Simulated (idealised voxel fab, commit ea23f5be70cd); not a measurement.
process module | voxel self aligned contacts
cross-section cut | 175 nm wide | cells 5 nm
A cross-section is a grid of square cells, given in bands from the top down. A band is one or more rows of cells.
Each band's line starts with the height of the band's top and of its bottom, in nm. Then come its materials from left to right, each with its width in nm. One material with "throughout" fills the band from edge to edge. "air" is empty space.
Height 0 is the level under which the wafer as received is all one material. The lowest band goes on downwards, as in "0 down".
A width such as "30 to 40" changes by the same amount from each row of cells to the next, from the band's top row to its bottom row.
"no change" after a step means that no cell of the cross-section changed.
closed voids: empty space of 8 cells or more with no open way to the top, each as width x height at its distance from the left edge, in nm
after a step's settings: what the simulator itself notes on the step
overlay nm, on a step with a mask: how far to the right of its planned place the mask lay; to the left if negative
plan
1 op RECEIVE | material Si
2 op CONFORMAL_DEP | material SiO2 | thk nm 5
3 op DIRECTIONAL_DEP | material polySi | thk nm 20
4 op DIRECTIONAL_DEP | material SiN | thk nm 15
5 op MASKED_ETCH | tone cover | mask id GATE | width nm 25 | pitch nm 60 | etch materials SiN | depth nm 15 | overlay nm 0
6 op MASKED_ETCH | tone cover | mask id GATE | width nm 25 | pitch nm 60 | etch materials polySi | depth nm 20 | overlay nm 0
7 op CONFORMAL_DEP | material SiN | thk nm 5
8 op DIRECTIONAL_ETCH | etch materials SiN | depth nm 5
9 op FILL_DEP | material SiO2 | thk nm 10
10 op CMP | height nm 45
11 op PATTERN | tone open | mask id CONTACT | material resist | width nm 45 | pitch nm 60 | thk nm 20 | overlay nm 0
12 op DIRECTIONAL_ETCH | etch materials SiO2 | depth nm 45
13 op STRIP | etch materials resist
14 op CONFORMAL_DEP | material TiN | thk nm 5
15 op FILL_DEP | material Ru | thk nm 5
16 op CMP | height nm 45
17 op CONFORMAL_DEP | material SiCN | thk nm 5
first wafer, as planned
as received, after step 1
  0 down: Si throughout
  closed voids: none
after step 2
  5 to 0: SiO2 throughout
  below 0: unchanged
after step 3
  25 to 5: polySi throughout
  below 5: unchanged
after step 4
  40 to 25: SiN throughout
  below 25: unchanged
after step 5
  40 to 25: air 15 | SiN 25 | air 35 | SiN 25 | air 35 | SiN 25 | air 15
  below 25: unchanged
after step 6
  40 to 25: air 15 | SiN 25 | air 35 | SiN 25 | air 35 | SiN 25 | air 15
  25 to 5: air 15 | polySi 25 | air 35 | polySi 25 | air 35 | polySi 25 | air 15
  below 5: unchanged
after step 7
  45 to 25: air 10 | SiN 35 | air 25 | SiN 35 | air 25 | SiN 35 | air 10
  25 to 10: air 10 | SiN 5 | polySi 25 | SiN 5 | air 25 | SiN 5 | polySi 25 | SiN 5 | air 25 | SiN 5 | polySi 25 | SiN 5 | air 10
  10 to 5: SiN 15 | polySi 25 | SiN 35 | polySi 25 | SiN 35 | polySi 25 | SiN 15
  below 5: unchanged
after step 8
  40 to 25: air 10 | SiN 35 | air 25 | SiN 35 | air 25 | SiN 35 | air 10
  25 to 5: air 10 | SiN 5 | polySi 25 | SiN 5 | air 25 | SiN 5 | polySi 25 | SiN 5 | air 25 | SiN 5 | polySi 25 | SiN 5 | air 10
  below 5: unchanged
after step 9
  50 to 40: SiO2 throughout
  40 to 25: SiO2 10 | SiN 35 | SiO2 25 | SiN 35 | SiO2 25 | SiN 35 | SiO2 10
  25 to 5: SiO2 10 | SiN 5 | polySi 25 | SiN 5 | SiO2 25 | SiN 5 | polySi 25 | SiN 5 | SiO2 25 | SiN 5 | polySi 25 | SiN 5 | SiO2 10
  below 5: unchanged
after step 10
  45 to 40: SiO2 throughout
  below 40: unchanged
after step 11
  65 to 45: resist 35 | air 45 | resist 15 | air 45 | resist 35
  below 45: unchanged
after step 12
  65 to 45: resist 35 | air 45 | resist 15 | air 45 | resist 35
  45 to 40: SiO2 35 | air 45 | SiO2 15 | air 45 | SiO2 35
  40 to 25: SiO2 10 | SiN 35 | air 25 | SiN 35 | air 25 | SiN 35 | SiO2 10
  25 to 5: SiO2 10 | SiN 5 | polySi 25 | SiN 5 | air 25 | SiN 5 | polySi 25 | SiN 5 | air 25 | SiN 5 | polySi 25 | SiN 5 | SiO2 10
  5 to 0: SiO2 45 | air 25 | SiO2 35 | air 25 | SiO2 45
  below 0: unchanged
after step 13
  45 to 40: SiO2 35 | air 45 | SiO2 15 | air 45 | SiO2 35
  below 40: unchanged
after step 14
  50 to 45: TiN 40 | air 35 | TiN 25 | air 35 | TiN 40
  45 to 40: SiO2 35 | TiN 15 | air 15 | TiN 15 | SiO2 15 | TiN 15 | air 15 | TiN 15 | SiO2 35
  40 to 25: SiO2 10 | SiN 35 | TiN 5 | air 15 | TiN 5 | SiN 35 | TiN 5 | air 15 | TiN 5 | SiN 35 | SiO2 10
  25 to 5: SiO2 10 | SiN 5 | polySi 25 | SiN 5 | TiN 5 | air 15 | TiN 5 | SiN 5 | polySi 25 | SiN 5 | TiN 5 | air 15 | TiN 5 | SiN 5 | polySi 25 | SiN 5 | SiO2 10
  5 to 0: SiO2 45 | TiN 25 | SiO2 35 | TiN 25 | SiO2 45
  below 0: unchanged
after step 15
  55 to 50: Ru throughout
  50 to 45: TiN 40 | Ru 35 | TiN 25 | Ru 35 | TiN 40
  45 to 40: SiO2 35 | TiN 15 | Ru 15 | TiN 15 | SiO2 15 | TiN 15 | Ru 15 | TiN 15 | SiO2 35
  40 to 25: SiO2 10 | SiN 35 | TiN 5 | Ru 15 | TiN 5 | SiN 35 | TiN 5 | Ru 15 | TiN 5 | SiN 35 | SiO2 10
  25 to 5: SiO2 10 | SiN 5 | polySi 25 | SiN 5 | TiN 5 | Ru 15 | TiN 5 | SiN 5 | polySi 25 | SiN 5 | TiN 5 | Ru 15 | TiN 5 | SiN 5 | polySi 25 | SiN 5 | SiO2 10
  below 5: unchanged
after step 16
  45 to 40: SiO2 35 | TiN 15 | Ru 15 | TiN 15 | SiO2 15 | TiN 15 | Ru 15 | TiN 15 | SiO2 35
  below 40: unchanged
after step 17
  50 to 45: SiCN throughout
  below 45: unchanged
second wafer: like start, like plan, one mistake. Through step 6 it matches the first wafer
when step 7 should have ended
  35 to 25: air 15 | SiN 25 | air 35 | SiN 25 | air 35 | SiN 25 | air 15
  below 25: unchanged
when step 8 should have ended
  40 to 25: air 10 | SiN 35 | air 25 | SiN 35 | air 25 | SiN 35 | air 10
  25 to 10: air 10 | SiN 5 | polySi 25 | SiN 5 | air 25 | SiN 5 | polySi 25 | SiN 5 | air 25 | SiN 5 | polySi 25 | SiN 5 | air 10
  10 to 5: SiN 15 | polySi 25 | SiN 35 | polySi 25 | SiN 35 | polySi 25 | SiN 15
  below 5: unchanged
when step 9 should have ended
  50 to 40: SiO2 throughout
  40 to 25: SiO2 10 | SiN 35 | SiO2 25 | SiN 35 | SiO2 25 | SiN 35 | SiO2 10
  25 to 10: SiO2 10 | SiN 5 | polySi 25 | SiN 5 | SiO2 25 | SiN 5 | polySi 25 | SiN 5 | SiO2 25 | SiN 5 | polySi 25 | SiN 5 | SiO2 10
  below 10: unchanged
when step 10 should have ended
  45 to 40: SiO2 throughout
  below 40: unchanged
when step 11 should have ended
  65 to 45: resist 35 | air 45 | resist 15 | air 45 | resist 35
  below 45: unchanged
when step 12 should have ended
  65 to 45: resist 35 | air 45 | resist 15 | air 45 | resist 35
  45 to 40: SiO2 35 | air 45 | SiO2 15 | air 45 | SiO2 35
  40 to 25: SiO2 10 | SiN 35 | air 25 | SiN 35 | air 25 | SiN 35 | SiO2 10
  25 to 10: SiO2 10 | SiN 5 | polySi 25 | SiN 5 | air 25 | SiN 5 | polySi 25 | SiN 5 | air 25 | SiN 5 | polySi 25 | SiN 5 | SiO2 10
  below 10: unchanged
when step 13 should have ended
  45 to 40: SiO2 35 | air 45 | SiO2 15 | air 45 | SiO2 35
  below 40: unchanged
when step 14 should have ended
  50 to 45: TiN 40 | air 35 | TiN 25 | air 35 | TiN 40
  45 to 40: SiO2 35 | TiN 15 | air 15 | TiN 15 | SiO2 15 | TiN 15 | air 15 | TiN 15 | SiO2 35
  40 to 25: SiO2 10 | SiN 35 | TiN 5 | air 15 | TiN 5 | SiN 35 | TiN 5 | air 15 | TiN 5 | SiN 35 | SiO2 10
  25 to 15: SiO2 10 | SiN 5 | polySi 25 | SiN 5 | TiN 5 | air 15 | TiN 5 | SiN 5 | polySi 25 | SiN 5 | TiN 5 | air 15 | TiN 5 | SiN 5 | polySi 25 | SiN 5 | SiO2 10
  15 to 10: SiO2 10 | SiN 5 | polySi 25 | SiN 5 | TiN 25 | SiN 5 | polySi 25 | SiN 5 | TiN 25 | SiN 5 | polySi 25 | SiN 5 | SiO2 10
  below 10: unchanged
when step 15 should have ended
  55 to 50: Ru throughout
  50 to 45: TiN 40 | Ru 35 | TiN 25 | Ru 35 | TiN 40
  45 to 40: SiO2 35 | TiN 15 | Ru 15 | TiN 15 | SiO2 15 | TiN 15 | Ru 15 | TiN 15 | SiO2 35
  40 to 25: SiO2 10 | SiN 35 | TiN 5 | Ru 15 | TiN 5 | SiN 35 | TiN 5 | Ru 15 | TiN 5 | SiN 35 | SiO2 10
  25 to 15: SiO2 10 | SiN 5 | polySi 25 | SiN 5 | TiN 5 | Ru 15 | TiN 5 | SiN 5 | polySi 25 | SiN 5 | TiN 5 | Ru 15 | TiN 5 | SiN 5 | polySi 25 | SiN 5 | SiO2 10
  below 15: unchanged
when step 16 should have ended
  45 to 40: SiO2 35 | TiN 15 | Ru 15 | TiN 15 | SiO2 15 | TiN 15 | Ru 15 | TiN 15 | SiO2 35
  below 40: unchanged
when step 17 should have ended
  50 to 45: SiCN throughout
  below 45: unchanged
what went wrong: steps 7 and 8 were swapped
at the end the second wafer has, in cells: 12 fewer of Ru | 14 more of SiN | 6 more of SiO2 | 8 fewer of TiN
